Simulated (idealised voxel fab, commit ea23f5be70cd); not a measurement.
The name of this process module is voxel double patterning.
Cross-section cut: width 190 nm, square cells of 5 nm.
Cross-section format: a grid of square cells, given as bands from top to bottom; each band is one or more rows of cells. This entry defines a band. It first specifies the height of the band's top and the height of its bottom in nm, and then specifies the band's materials from left to right, stating each material with its width in nm. The word "throughout" identifies a single material that fills the band from edge to edge, while the word "empty" identifies empty space. Height reference: 0 = level under which incoming wafer is all one material. Lowest band: no bottom, runs on downward, e.g. "from 0 down". The expression "30->40" gives the width at the extremes of the band, the first number at its top row of cells and the second at its bottom row, with the width changing by equal amounts from each row to the next in between. "all unchanged" means the step left every cell of the cross-section as it was. In "Closed void register" the enclosed voids are listed, meaning empty spaces of 8 cells or larger without any opening to the top. The form is width x height at distance, distance from the left edge, units nm. It should be noted that, on the line of a given step, the content following the step's settings is a remark produced by the simulator itself with respect to that step. If you see "overlay nm" on a step's line and that step has a mask, it's telling you how far right of where it was planned the mask ended up; a negative number means it went left instead.

### Below is the list of planned process steps
1: RECEIVE: material Si
2: CONFORMAL_DEP: material SiO2, thk nm 5
3: DIRECTIONAL_DEP: material TiN, thk nm 10
4: DIRECTIONAL_DEP: material SiN, thk nm 5
5: PATTERN: tone open, mask id FIRST, material resist, width nm 15, pitch nm 50, thk nm 20, overlay nm 0
6: DIRECTIONAL_ETCH: etch materials SiN, depth nm 5
7: STRIP: etch materials resist
8: DIRECTIONAL_DEP: material aC, thk nm 10
9: PATTERN: tone open, mask id SECOND, material resist, width nm 15, thk nm 25, overlay nm 0
10: DIRECTIONAL_ETCH: etch materials aC, depth nm 10
11: STRIP: etch materials resist
12: DIRECTIONAL_ETCH: etch materials SiN, depth nm 5
13: STRIP: etch materials aC
14: DIRECTIONAL_ETCH: etch materials TiN, depth nm 10
15: STRIP: etch materials SiN

### Cross-section of the wafer as it came to us, i.e., already through step 1
from 0 down = Si throughout
Closed void register: none

### Wafer cross-section at module end: first of two, run to plan
from 15 to 5 = TiN (60), then empty (15), then TiN (10), then empty (15), then TiN (10), then empty (15), then TiN (65)
from 5 to 0 = SiO2 throughout
from 0 down = Si throughout
Closed void register: none

### So this is wafer number two of the two, cut at the end of the module - it started where the first did and had the same plan, we just got one thing wrong running it
from 15 to 5 = TiN (60), then empty (65), then TiN (65)
from 5 to 0 = SiO2 throughout
from 0 down = Si throughout
Closed void register: none
Nonconformance to the process plan: step 11 did not use the planned setting and instead ran as STRIP: etch materials SiN
Counted in cells at the end, the second wafer holds more or fewer of these materials than the first: TiN -8
